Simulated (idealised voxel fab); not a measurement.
Module name: voxel fin reveal (process module)
Displayed cross-section: cut, width of 295 nm, square cells sized 5 nm.
In this document a cross-section is written as a grid of square cells. It is given as a series of bands, listed from the top down, and a band is one or more rows of cells. It is stipulated that each band's entry specify, in nanometres, the height of the top of the band and then that of its bottom, followed by the materials of the band in left-to-right sequence, each together with its width in nanometres. A single material marked by the word "full width" is understood to fill the band from edge to edge; the word "empty" is understood to denote empty space. Below 0: as-received wafer, all one material; heights counted from there. Lowest band: no bottom, goes on down, written "0 and below". Per-row width for "30..40": begins at first number (top row of band), ends at second number (bottom row), increment between rows held constant. "no alteration", as given for a step, is the statement that not any cell of the cross-section underwent a change during that step. You'll see "Closed voids list" listing empty spaces that have no way open to the top, as long as they're 8 cells or more; the notation is width x height at distance, where the distance is from the left edge, and all of it is in nm. Anything after a step's settings on that line? It's the simulator's own note about the step. The "overlay nm" setting may appear on a step's line; for a step that uses a mask, it gives how far to the right of its planned position the mask lay, and a negative value indicates the left.
THE FOLLOWING LIST GIVES THE PLANNED PROCESS STEPS
| 1 | op RECEIVE | material Si |
| 2 | op CONFORMAL_DEP | material SiN | thk nm 10 |
| 3 | op MASKED_ETCH | tone cover | mask id FINS | width nm 15 | pitch nm 45 | etch materials SiN | depth nm 10 | overlay nm 0 |
| 4 | op MASKED_ETCH | tone cover | mask id FINS | width nm 15 | pitch nm 45 | etch materials Si | depth nm 40 | overlay nm 0 |
| 5 | op OXIDIZE | depth nm 5 |
| 6 | op FILL_DEP | material SiO2 | thk nm 15 |
| 7 | op CMP | height nm 10 |
| 8 | op SELECTIVE_ETCH | etch materials SiO2 | depth nm 25 |
| 9 | op STRIP | etch materials SiN |
AS-RECEIVED STATE OF THE WAFER IN CROSS-SECTION, EQUIVALENT TO POST-STEP 1
* 0 and below: Si full width
* Closed voids list: none
FIGURE: CROSS-SECTIONAL VIEW OF THE WAFER UPON COMPLETION OF THE MODULE, PROCESSED FROM THE INITIAL STATE AND ACCORDING TO THE PLAN DEPICTED ABOVE, WITH ONE ERROR INTRODUCED DURING EXECUTION
* 10 down to 0: empty: 115, SiN: 15, empty: 30, SiN: 15, empty: 120
* 0 down to -45: empty: 120, Si: 5, empty: 40, Si: 5, empty: 125
* -45 and below: Si full width
* Closed voids list: none
Deviation noted in wafer processing: step 9 off recipe, ran as op STRIP | etch materials SiO2
